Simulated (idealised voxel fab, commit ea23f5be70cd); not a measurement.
Herein follows the process module entitled voxel air gaps.
Cross-sectional view cut (width: 235 nm; square cell size: 5 nm).
Square cells in a grid make up a cross-section in this document, and the grid is given as bands, listed from the top down, each one or more rows of cells. Band: top and bottom heights (nm) first, top before bottom; then materials from left to right, widths in nm. "everywhere" marks a sole material filling the band edge to edge. "empty" denotes empty space. Heads up on the height convention: 0 is the point under which the incoming wafer is all one material, and the lowest band has no bottom, it just keeps going down, like "z 0 and below". Per-row width for "30->40": begins at first number (top row of band), ends at second number (bottom row), increment between rows held constant. Any step labelled "changes: none" changed none of the cells in the cross-section. Enclosed voids: empty space of 8 cells or more with no open way to the top, each as width x height at its distance from the left edge, in nm. What comes after the settings on a step's line is commentary from the simulator itself on that step. overlay nm: right-of-plan distance of the mask on a masked step; negative values mean left-of-plan.

## So here's the lineup of process steps we planned
- 1: RECEIVE with material Si
- 2: CONFORMAL_DEP with material SiO2, thk nm 15
- 3: CONFORMAL_DEP with material SiN, thk nm 5
- 4: DIRECTIONAL_DEP with material lowk, thk nm 35
- 5: DIRECTIONAL_DEP with material aC, thk nm 15
- 6: PATTERN with tone open, mask id LINES, material resist, width nm 25, pitch nm 50, thk nm 30, overlay nm 0
- 7: DIRECTIONAL_ETCH with etch materials aC, depth nm 15
- 8: STRIP with etch materials resist
- 9: DIRECTIONAL_ETCH with etch materials lowk, depth nm 35
- 10: STRIP with etch materials aC
- 11: CONFORMAL_DEP with material TiN, thk nm 5
- 12: FILL_DEP with material Cu, thk nm 10
- 13: CMP with height nm 55
- 14: EPI with material Ru, thk nm 10
- 15: SELECTIVE_ETCH with etch materials lowk, depth nm 45
- 16: CONFORMAL_DEP with material SiCN, thk nm 5

## As-received wafer cross-section (after step 1)
	z 0 and below = Si everywhere
	Enclosed voids: none

## This is how the wafer looks in cross-section once the module is done, given the starting state and plan above and one mistake in carrying the plan out
	z 70 to 65 = empty 35 / SiCN 165 / empty 35
	z 65 to 55 = empty 35 / SiCN 5 / Ru 155 / SiCN 5 / empty 35
	z 55 to 50 = empty 35 / SiCN 15 / TiN 5 / Cu 25 / TiN 5 / lowk 15 / TiN 5 / Cu 25 / TiN 5 / lowk 15 / TiN 5 / Cu 25 / TiN 5 / SiCN 15 / empty 35
	z 50 to 25 = empty 45 / SiCN 5 / TiN 5 / Cu 25 / TiN 5 / lowk 15 / TiN 5 / Cu 25 / TiN 5 / lowk 15 / TiN 5 / Cu 25 / TiN 5 / SiCN 5 / empty 45
	z 25 to 20 = SiCN 50 / TiN 35 / lowk 15 / TiN 35 / lowk 15 / TiN 35 / SiCN 50
	z 20 to 15 = SiN everywhere
	z 15 to 0 = SiO2 everywhere
	z 0 and below = Si everywhere
	Enclosed voids: none
what went wrong: step 6 was processed under conditions differing from the plan, specifically as PATTERN with tone open, mask id LINES, material resist, width nm 35, pitch nm 50, thk nm 30, overlay nm 0
